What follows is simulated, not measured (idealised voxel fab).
This is a process module. Its name is voxel spacer lines.
175 nm wide, 5 nm square cells: that's cross-section cut.
For the purposes of this document, a cross-section shall be understood as a grid of square cells, specified as bands listed in top-to-bottom order, each band consisting of one or more rows of cells. The band entry comprises the height of the band's top followed by the height of its bottom, expressed in nm, and subsequently the band's materials from left to right, each stated together with its width in nm. Where a single material is marked with the word "edge to edge", that material fills the band from edge to edge. The word "empty" represents empty space. Heights from 0 (as-received wafer is one material below). Bottom band endless downward, as "top 0, no bottom". Think of "30 to 40" as a width that walks from the first number to the second as you go down the band, top row to bottom row, taking equal-sized steps from row to row. You'll sometimes find "nothing different" written for a step, and that's the way of saying that nowhere in the cross-section did a cell change during that step. In "Closed void table" the enclosed voids are listed, meaning empty spaces of 8 cells or larger without any opening to the top. The form is width x height at distance, distance from the left edge, units nm. It should be noted that, on the line of a given step, the content following the step's settings is a remark produced by the simulator itself with respect to that step. When a step includes a mask, the "overlay nm" setting on its line states how far to the right of its planned place that mask lay, and negative values state how far to the left.
These are the steps we planned for the process
step 1: RECEIVE,material Si
step 2: CONFORMAL_DEP,material Al2O3,thk nm 5
step 3: DIRECTIONAL_DEP,material W,thk nm 15
step 4: DIRECTIONAL_DEP,material aC,thk nm 30
step 5: PATTERN,tone cover,mask id MANDREL,material resist,width nm 20,pitch nm 70,thk nm 35,overlay nm 0
step 6: DIRECTIONAL_ETCH,etch materials aC,depth nm 30
step 7: STRIP,etch materials resist
step 8: CONFORMAL_DEP,material SiN,thk nm 15
step 9: DIRECTIONAL_ETCH,etch materials SiN,depth nm 15
step 10: STRIP,etch materials aC
step 11: DIRECTIONAL_ETCH,etch materials W,depth nm 15
step 12: STRIP,etch materials SiN
step 13: FILL_DEP,material SiO2,thk nm 5
step 14: CMP,height nm 20
Wafer, first of two, run as planned
Cross-section of the wafer at receipt, which is the condition after step 1
	top 0, no bottom: Si edge to edge
	Closed void table: none
Sectional view: wafer, after step 2
	top 5, bottom 0: Al2O3 edge to edge
	All layers under 0 are left as they were.
Sectional view: wafer, after step 3
	top 20, bottom 5: W edge to edge
	All layers under 5 are left as they were.
Sectional view: wafer, after step 4
	top 50, bottom 20: aC edge to edge
	All layers under 20 are left as they were.
Sectional view: wafer, after step 5
	top 85, bottom 50: empty: 40; resist: 20; empty: 50; resist: 20; empty: 45
	All layers under 50 are left as they were.
Sectional view: wafer, after step 6
	top 55, bottom 50: empty: 40; resist: 20; empty: 50; resist: 20; empty: 45
	top 50, bottom 20: empty: 40; aC: 20; empty: 50; aC: 20; empty: 45
	All layers under 20 are left as they were.
Sectional view: wafer, after step 7
	top 50, bottom 20: empty: 40; aC: 20; empty: 50; aC: 20; empty: 45
	All layers under 20 are left as they were.
Sectional view: wafer, after step 8
	top 65, bottom 50: empty: 25; SiN: 50; empty: 20; SiN: 50; empty: 30
	top 50, bottom 35: empty: 25; SiN: 15; aC: 20; SiN: 15; empty: 20; SiN: 15; aC: 20; SiN: 15; empty: 30
	top 35, bottom 20: SiN: 40; aC: 20; SiN: 50; aC: 20; SiN: 45
	All layers under 20 are left as they were.
Sectional view: wafer, after step 9
	top 50, bottom 20: empty: 25; SiN: 15; aC: 20; SiN: 15; empty: 20; SiN: 15; aC: 20; SiN: 15; empty: 30
	All layers under 20 are left as they were.
Sectional view: wafer, after step 10
	top 50, bottom 20: empty: 25; SiN: 15; empty: 20; SiN: 15; empty: 20; SiN: 15; empty: 20; SiN: 15; empty: 30
	All layers under 20 are left as they were.
Sectional view: wafer, after step 11
	top 50, bottom 20: empty: 25; SiN: 15; empty: 20; SiN: 15; empty: 20; SiN: 15; empty: 20; SiN: 15; empty: 30
	top 20, bottom 5: empty: 25; W: 15; empty: 20; W: 15; empty: 20; W: 15; empty: 20; W: 15; empty: 30
	All layers under 5 are left as they were.
Sectional view: wafer, after step 12
	top 20, bottom 5: empty: 25; W: 15; empty: 20; W: 15; empty: 20; W: 15; empty: 20; W: 15; empty: 30
	All layers under 5 are left as they were.
Sectional view: wafer, after step 13
	top 25, bottom 20: SiO2 edge to edge
	top 20, bottom 5: SiO2: 25; W: 15; SiO2: 20; W: 15; SiO2: 20; W: 15; SiO2: 20; W: 15; SiO2: 30
	All layers under 5 are left as they were.
Sectional view: wafer, after step 14
	top 20, bottom 5: SiO2: 25; W: 15; SiO2: 20; W: 15; SiO2: 20; W: 15; SiO2: 20; W: 15; SiO2: 30
	All layers under 5 are left as they were.
Second wafer - shared start and plan with the first - one error in running - same as the first up to step 1 inclusive
Look at the second wafer in cross-section at the time step 2 ought to have finished
	top 15, bottom 0: W edge to edge
	All layers under 0 are left as they were.
Look at the second wafer in cross-section at the time step 3 ought to have finished
	top 20, bottom 15: Al2O3 edge to edge
	All layers under 15 are left as they were.
Look at the second wafer in cross-section at the time step 4 ought to have finished
	top 50, bottom 20: aC edge to edge
	All layers under 20 are left as they were.
Look at the second wafer in cross-section at the time step 5 ought to have finished
	top 85, bottom 50: empty: 40; resist: 20; empty: 50; resist: 20; empty: 45
	All layers under 50 are left as they were.
Look at the second wafer in cross-section at the time step 6 ought to have finished
	top 55, bottom 50: empty: 40; resist: 20; empty: 50; resist: 20; empty: 45
	top 50, bottom 20: empty: 40; aC: 20; empty: 50; aC: 20; empty: 45
	All layers under 20 are left as they were.
Look at the second wafer in cross-section at the time step 7 ought to have finished
	top 50, bottom 20: empty: 40; aC: 20; empty: 50; aC: 20; empty: 45
	All layers under 20 are left as they were.
Look at the second wafer in cross-section at the time step 8 ought to have finished
	top 65, bottom 50: empty: 25; SiN: 50; empty: 20; SiN: 50; empty: 30
	top 50, bottom 35: empty: 25; SiN: 15; aC: 20; SiN: 15; empty: 20; SiN: 15; aC: 20; SiN: 15; empty: 30
	top 35, bottom 20: SiN: 40; aC: 20; SiN: 50; aC: 20; SiN: 45
	All layers under 20 are left as they were.
Look at the second wafer in cross-section at the time step 9 ought to have finished
	top 50, bottom 20: empty: 25; SiN: 15; aC: 20; SiN: 15; empty: 20; SiN: 15; aC: 20; SiN: 15; empty: 30
	All layers under 20 are left as they were.
Look at the second wafer in cross-section at the time step 10 ought to have finished
	top 50, bottom 20: empty: 25; SiN: 15; empty: 20; SiN: 15; empty: 20; SiN: 15; empty: 20; SiN: 15; empty: 30
	All layers under 20 are left as they were.
Look at the second wafer in cross-section at the time step 11 ought to have finished: nothing different
Look at the second wafer in cross-section at the time step 12 ought to have finished
	top 20, bottom 15: Al2O3 edge to edge
	All layers under 15 are left as they were.
Look at the second wafer in cross-section at the time step 13 ought to have finished
	top 25, bottom 20: SiO2 edge to edge
	All layers under 20 are left as they were.
Look at the second wafer in cross-section at the time step 14 ought to have finished
	top 20, bottom 15: Al2O3 edge to edge
	All layers under 15 are left as they were.
what went wrong: transposition of steps 2 and 3 relative to the planned sequence
The second wafer ends with more or fewer cells of some materials than the first, per final count: SiO2 -69, W +69
